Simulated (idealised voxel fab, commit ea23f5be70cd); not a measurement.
Proc. module: voxel ribs on slabs
cross-section cut | 190 nm wide | cells 5 nm
How to read a cross-section here: the picture is a grid of square cells, written as bands going from the top down, and any band can span one or more rows of cells. This entry defines a band. It first specifies the height of the band's top and the height of its bottom in nm, and then specifies the band's materials from left to right, stating each material with its width in nm. The word "everywhere" identifies a single material that fills the band from edge to edge, while the word "air" identifies empty space. Height is counted from the level 0, under which the received wafer is composed throughout of one material. The lowest of the bands is not closed at the bottom but continues downward, in the notation "0 down". Top row gets the first number, bottom row gets the second, and each row in between changes by the same step: that is how a band width like "30 to 40" works. Basically "left unchanged" means that step didn't change any cell in the cross-section. Reported under the label "Enclosed internal cavities" are the empty spaces having no open way to the top and comprising 8 cells or more; the notation for each is width x height at distance, in which the distance is measured from the left edge and all three values are in nm. On each step's line, the part that comes after the settings is the simulator's own comment on the step. overlay nm: right-of-plan distance of the mask on a masked step; negative values mean left-of-plan.
PROCESS STEPS - PLAN
1: RECEIVE [material Si]
2: DIRECTIONAL_DEP [material SiO2] [thk nm 30]
3: DIRECTIONAL_DEP [material polySi] [thk nm 15]
4: MASKED_ETCH [tone cover] [mask id RIB] [width nm 25] [etch materials polySi] [depth nm 10] [overlay nm 0]
5: MASKED_ETCH [tone cover] [mask id SLAB] [width nm 65] [etch materials polySi] [depth nm 5] [overlay nm 0]
6: FILL_DEP [material SiO2] [thk nm 15]
7: CMP [height nm 55]
8: DIRECTIONAL_DEP [material TiN] [thk nm 10]
9: PATTERN [tone cover] [mask id HEATER] [material resist] [width nm 35] [thk nm 15] [overlay nm 0]
10: DIRECTIONAL_ETCH [etch materials TiN] [depth nm 10]
11: STRIP [etch materials resist]
12: CONFORMAL_DEP [material SiN] [thk nm 10]
AS RECEIVED, AFTER STEP 1
0 down: Si everywhere
Enclosed internal cavities: none
WAFER CROSS-SECTION AT MODULE END: FIRST OF TWO, RUN TO PLAN
75 to 65: 65 of air | 55 of SiN | 70 of air
65 to 55: 75 of SiN | 35 of TiN | 80 of SiN
55 to 45: SiO2 everywhere
45 to 35: 80 of SiO2 | 25 of polySi | 85 of SiO2
35 to 30: 60 of SiO2 | 65 of polySi | 65 of SiO2
30 to 0: SiO2 everywhere
0 down: Si everywhere
Enclosed internal cavities: none
MODULE END: CROSS-SECTION OF WAFER TWO OF TWO. SAME START AND PROCESS PLAN AS THE FIRST WAFER. ONE MISTAKE DURING EXECUTION
65 to 55: 75 of air | 35 of TiN | 80 of air
55 to 45: SiO2 everywhere
45 to 35: 80 of SiO2 | 25 of polySi | 85 of SiO2
35 to 30: 60 of SiO2 | 65 of polySi | 65 of SiO2
30 to 0: SiO2 everywhere
0 down: Si everywhere
Enclosed internal cavities: none
What broke from the plan during processing? the plan's step 12 was left out and never carried out
at the end the second wafer has, in cells: SiN -84
